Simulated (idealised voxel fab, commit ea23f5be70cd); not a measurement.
The name of this process module is voxel released beams.
FYI the section here is cut, 255 nm wide, cells are 5 nm squares.
Cross-sections here: square-cell grids, written as top-down lists of bands, a band being one or more rows of cells. It is stipulated that each band's entry specify, in nanometres, the height of the top of the band and then that of its bottom, followed by the materials of the band in left-to-right sequence, each together with its width in nanometres. A single material marked by the word "throughout" is understood to fill the band from edge to edge; the word "air" is understood to denote empty space. For the purposes of this specification, 0 denotes the height below which the wafer in its as-received condition is composed wholly of one material, and the lowermost band, lacking a lower limit, extends downward without end, as expressed in "top 0, no bottom". So if you see something like "30..40" for the width, read it as the top row of the band sitting at the first number and the bottom row at the second, with every row in between moving by the same amount as the last. The cross-section has no changed cell in any step marked "all unchanged". Closed-off voids of 8+ cells (no open route to the top) go in "Sealed cavities", written width x height at distance from the left edge, in nm. What comes after the settings on a step's line is commentary from the simulator itself on that step. A step's line can hold "overlay nm"; with a mask on that step, the setting says how far right of the planned place the mask lay, while a negative setting says it lay to the left.
THE PLANNED PROCESS STEPS ARE ENUMERATED HEREUNDER
1) op RECEIVE | material Si
2) op CONFORMAL_DEP | material Al2O3 | thk nm 5
3) op DIRECTIONAL_DEP | material SiO2 | thk nm 20
4) op PATTERN | tone open | mask id ANCHOR | material resist | width nm 35 | thk nm 20 | overlay nm 0
5) op DIRECTIONAL_ETCH | etch materials SiO2 | depth nm 20
6) op STRIP | etch materials resist
7) op CONFORMAL_DEP | material SiN | thk nm 15
8) op MASKED_ETCH | tone cover | mask id BEAM | width nm 120 | etch materials SiN | depth nm 15 | overlay nm 0
9) op STRIP | etch materials SiO2
RUN AS PLANNED: FIRST OF TWO WAFERS
RECEIVED-STATE CROSS-SECTION, REFLECTING COMPLETION OF STEP 1
- top 0, no bottom | Si throughout
- Sealed cavities: none
CROSS-SECTION: WAFER STATE AFTER STEP 2
- top 5, bottom 0 | Al2O3 throughout
- Beneath the level 0, the cross-section is identical to its previous state.
CROSS-SECTION: WAFER STATE AFTER STEP 3
- top 25, bottom 5 | SiO2 throughout
- Beneath the level 5, the cross-section is identical to its previous state.
CROSS-SECTION: WAFER STATE AFTER STEP 4
- top 45, bottom 25 | resist=70  air=35  resist=150
- Beneath the level 25, the cross-section is identical to its previous state.
CROSS-SECTION: WAFER STATE AFTER STEP 5
- top 45, bottom 25 | resist=70  air=35  resist=150
- top 25, bottom 5 | SiO2=70  air=35  SiO2=150
- Beneath the level 5, the cross-section is identical to its previous state.
CROSS-SECTION: WAFER STATE AFTER STEP 6
- top 25, bottom 5 | SiO2=70  air=35  SiO2=150
- Beneath the level 5, the cross-section is identical to its previous state.
CROSS-SECTION: WAFER STATE AFTER STEP 7
- top 40, bottom 25 | SiN=85  air=5  SiN=165
- top 25, bottom 20 | SiO2=70  SiN=15  air=5  SiN=15  SiO2=150
- top 20, bottom 5 | SiO2=70  SiN=35  SiO2=150
- Beneath the level 5, the cross-section is identical to its previous state.
CROSS-SECTION: WAFER STATE AFTER STEP 8
- top 40, bottom 25 | air=65  SiN=20  air=5  SiN=95  air=70
- Beneath the level 25, the cross-section is identical to its previous state.
CROSS-SECTION: WAFER STATE AFTER STEP 9
- top 40, bottom 25 | air=65  SiN=20  air=5  SiN=95  air=70
- top 25, bottom 20 | air=70  SiN=15  air=5  SiN=15  air=150
- top 20, bottom 5 | air=70  SiN=35  air=150
- Beneath the level 5, the cross-section is identical to its previous state.
FOR THE SECOND WAFER, TAKE THE FIRST WAFER'S START AND PLAN, THEN ADD ONE MISTAKE MADE IN RUNNING IT; EVERYTHING THROUGH STEP 1, THAT STEP INCLUDED, IS SHARED WITH THE FIRST
SECOND WAFER: CROSS-SECTION AT THE SCHEDULED END OF STEP 2
- top 15, bottom 0 | Al2O3 throughout
- Beneath the level 0, the cross-section is identical to its previous state.
SECOND WAFER: CROSS-SECTION AT THE SCHEDULED END OF STEP 3
- top 35, bottom 15 | SiO2 throughout
- Beneath the level 15, the cross-section is identical to its previous state.
SECOND WAFER: CROSS-SECTION AT THE SCHEDULED END OF STEP 4
- top 55, bottom 35 | resist=70  air=35  resist=150
- Beneath the level 35, the cross-section is identical to its previous state.
SECOND WAFER: CROSS-SECTION AT THE SCHEDULED END OF STEP 5
- top 55, bottom 35 | resist=70  air=35  resist=150
- top 35, bottom 15 | SiO2=70  air=35  SiO2=150
- Beneath the level 15, the cross-section is identical to its previous state.
SECOND WAFER: CROSS-SECTION AT THE SCHEDULED END OF STEP 6
- top 35, bottom 15 | SiO2=70  air=35  SiO2=150
- Beneath the level 15, the cross-section is identical to its previous state.
SECOND WAFER: CROSS-SECTION AT THE SCHEDULED END OF STEP 7
- top 50, bottom 35 | SiN=85  air=5  SiN=165
- top 35, bottom 30 | SiO2=70  SiN=15  air=5  SiN=15  SiO2=150
- top 30, bottom 15 | SiO2=70  SiN=35  SiO2=150
- Beneath the level 15, the cross-section is identical to its previous state.
SECOND WAFER: CROSS-SECTION AT THE SCHEDULED END OF STEP 8
- top 50, bottom 35 | air=65  SiN=20  air=5  SiN=95  air=70
- Beneath the level 35, the cross-section is identical to its previous state.
SECOND WAFER: CROSS-SECTION AT THE SCHEDULED END OF STEP 9
- top 50, bottom 35 | air=65  SiN=20  air=5  SiN=95  air=70
- top 35, bottom 30 | air=70  SiN=15  air=5  SiN=15  air=150
- top 30, bottom 15 | air=70  SiN=35  air=150
- Beneath the level 15, the cross-section is identical to its previous state.
In executing the process, a mistake was made relative to the plan: step 2 changed vs plan, executed as op CONFORMAL_DEP | material Al2O3 | thk nm 15
FYI, end of process, the second wafer has more or fewer cells of some materials than the first: 102 more of Al2O3
